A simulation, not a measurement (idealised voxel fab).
The document below concerns the process module designated voxel local oxidation.
Section cut is 295 nm wide and gridded with 5 nm square cells.
A cross-section is a grid of square cells, given in bands from the top down. A band is one or more rows of cells.
A band entry consists of two parts. The first gives the height of the band's top and the height of its bottom, in nm. The rest lists the band's materials from left to right, each with its width in nm. A single material labelled with the word "full width" fills the band from edge to edge, and the word "air" marks empty space.
Height is counted from the level 0, under which the received wafer is composed throughout of one material. The lowest of the bands is not closed at the bottom but continues downward, in the notation "0 and below".
Think of "30..40" as a width that walks from the first number to the second as you go down the band, top row to bottom row, taking equal-sized steps from row to row.
No cell of the cross-section changed in a step that is given as "remains unaltered".
Empty spaces without an open route to the top, at least 8 cells in extent, make up the entry "Enclosed cavities"; each is given as width x height at distance, where the distance is measured from the left edge, and all are in nm.
What comes after the settings on a step's line is commentary from the simulator itself on that step.
"overlay nm" on a masked step: distance the mask lay right of its planned place, negative for left.

Steps in the process plan
1) RECEIVE, material Si
2) CONFORMAL_DEP, material SiO2, thk nm 5
3) CONFORMAL_DEP, material SiN, thk nm 10
4) DIRECTIONAL_DEP, material aC, thk nm 10
5) PATTERN, tone cover, mask id ACTIVE, material resist, width nm 95, pitch nm 135, thk nm 30, overlay nm 0
6) DIRECTIONAL_ETCH, etch materials aC, depth nm 10
7) STRIP, etch materials resist
8) DIRECTIONAL_ETCH, etch materials SiN, depth nm 10
9) STRIP, etch materials aC
10) SELECTIVE_ETCH, etch materials SiO2, depth nm 5
11) OXIDIZE, depth nm 15
12) STRIP, etch materials SiN

Cross-section of the wafer as it came to us, i.e., already through step 1
> 0 and below = Si full width
> Enclosed cavities: none

The following cross-section depicts the wafer upon conclusion of the module. Processing commenced from the starting condition illustrated above and adhered to the plan illustrated above, save for one mistake in execution
> 5 down to 0 = air=40; SiO2=85; air=50; SiO2=85; air=35
> 0 down to -15 = SiO2=55; Si=55; SiO2=80; Si=55; SiO2=50
> -15 and below = Si full width
> Enclosed cavities: none
Where did the run depart from the plan? in deviation from the planned setting, step 5 was conducted as PATTERN, tone cover, mask id ACTIVE, material resist, width nm 95, pitch nm 135, thk nm 30, overlay nm 5
